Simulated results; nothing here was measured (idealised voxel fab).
The process module presented herein is designated voxel self aligned contacts.
The width of the displayed cross-section, cut, is 205 nm; its cells are square, with a size of 5 nm.
The cross-sections in this document take the form of a grid made of square cells. They are written out as bands, in order from top to bottom. Each band consists of one or more rows of cells. Basically the band line says how high the top is and how high the bottom is, in nm, and then what's in it from left to right, every material with its width in nm. Empty space shows up as "blank", and if a single material carries "full width" it runs the full band edge to edge. Note: height 0 marks the level under which the wafer is uniformly one material as received. Lowest band unbounded below, written "0 nm and below". The two numbers in a width such as "30 to 40" mark its ends across the band: the first belongs to the top row of cells, the second to the bottom row, and from each row to the next the width moves by the same amount. Given "identical to before" for a step, no cell of the cross-section differs between before and after that step. Entry "Closed void inventory" = empty spaces >= 8 cells with no open way to the top; each as width x height at distance, distance from left edge, all nm. Where a step's line continues beyond its settings, the continuation is a remark by the simulator itself on that step. overlay nm, on a step with a mask: how far to the right of its planned place the mask lay; to the left if negative.
These are the steps we planned for the process
1) op RECEIVE | material Si
2) op CONFORMAL_DEP | material SiO2 | thk nm 5
3) op DIRECTIONAL_DEP | material polySi | thk nm 30
4) op DIRECTIONAL_DEP | material SiN | thk nm 20
5) op PATTERN | tone cover | mask id GATE | material resist | width nm 30 | pitch nm 60 | thk nm 20 | overlay nm 0
6) op DIRECTIONAL_ETCH | etch materials SiN | depth nm 20
7) op DIRECTIONAL_ETCH | etch materials polySi | depth nm 30
8) op STRIP | etch materials resist
9) op CONFORMAL_DEP | material SiN | thk nm 5
10) op DIRECTIONAL_ETCH | etch materials SiN | depth nm 5
11) op FILL_DEP | material SiO2 | thk nm 15
12) op CMP | height nm 60
13) op PATTERN | tone open | mask id CONTACT | material resist | width nm 40 | thk nm 15 | overlay nm 0
14) op DIRECTIONAL_ETCH | etch materials SiO2 | depth nm 60
15) op STRIP | etch materials resist
16) op CONFORMAL_DEP | material TiN | thk nm 5
17) op FILL_DEP | material W | thk nm 10
18) op CMP | height nm 60
19) op CONFORMAL_DEP | material SiN | thk nm 5
Incoming wafer in cross-section (state: after step 1)
  0 nm and below  Si full width
  Closed void inventory: none
One mistake in running the module, otherwise start and plan as above: cross-section at the end
  65 nm to 60 nm  SiN full width
  60 nm to 50 nm  80 nm SiO2 | 5 to 10 nm TiN | 30 to 20 nm W | 5 to 10 nm TiN | 85 nm SiO2
  50 nm to 35 nm  55 nm SiO2 | 30 nm SiN | 5 nm TiN | 20 nm W | 5 nm TiN | 30 nm SiN | 60 nm SiO2
  35 nm to 5 nm  55 nm SiO2 | 30 nm polySi | 5 nm TiN | 20 nm W | 5 nm TiN | 30 nm polySi | 60 nm SiO2
  5 nm to 0 nm  85 nm SiO2 | 30 nm TiN | 90 nm SiO2
  0 nm and below  Si full width
  Closed void inventory: none
Error vs. plan: plan step 9 skipped
